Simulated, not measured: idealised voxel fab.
process module | voxel plated lines
cross-section cut | 185 nm wide | cells 5 nm
A cross-section is a grid of square cells, given in bands from the top down. A band is one or more rows of cells.
Each band's line starts with the height of the band's top and of its bottom, in nm. Then come its materials from left to right, each with its width in nm. One material with "throughout" fills the band from edge to edge. "air" is empty space.
Height 0 is the level under which the wafer as received is all one material. The lowest band goes on downwards, as in "0 down".
A width such as "30 to 40" changes by the same amount from each row of cells to the next, from the band's top row to its bottom row.
"no change" after a step means that no cell of the cross-section changed.
closed voids: empty space of 8 cells or more with no open way to the top, each as width x height at its distance from the left edge, in nm
after a step's settings: what the simulator itself notes on the step
overlay nm, on a step with a mask: how far to the right of its planned place the mask lay; to the left if negative
plan
1 op RECEIVE | material Si
2 op CONFORMAL_DEP | material SiO2 | thk nm 10
3 op DIRECTIONAL_DEP | material TiN | thk nm 5
4 op PATTERN | tone open | mask id LINES | material resist | width nm 15 | pitch nm 35 | thk nm 30 | overlay nm -15
5 op EPI | material Ru | thk nm 10
6 op EPI | material Ru | thk nm 10
7 op STRIP | etch materials resist
8 op DIRECTIONAL_ETCH | etch materials TiN | depth nm 5
9 op CONFORMAL_DEP | material SiO2 | thk nm 5
varied across the wafers: overlay nm of step 4. The plan shows the first wafer's value. All wafers start alike
first wafer as received, after step 1
  0 down: Si throughout
  closed voids: none
each wafer at the end: cells of each material gained (+) or lost (-) since it was received, then its closed voids
overlay nm -15 | +48 Ru | +151 SiO2 | +12 TiN | closed voids: none
overlay nm -10 | +48 Ru | +151 SiO2 | +12 TiN | closed voids: none
overlay nm -5 | +48 Ru | +151 SiO2 | +12 TiN | closed voids: none
overlay nm 0 | +48 Ru | +151 SiO2 | +12 TiN | closed voids: none
overlay nm 5 | +48 Ru | +151 SiO2 | +12 TiN | closed voids: none
overlay nm 10 | +48 Ru | +151 SiO2 | +12 TiN | closed voids: none
overlay nm 15 | +48 Ru | +151 SiO2 | +12 TiN | closed voids: none
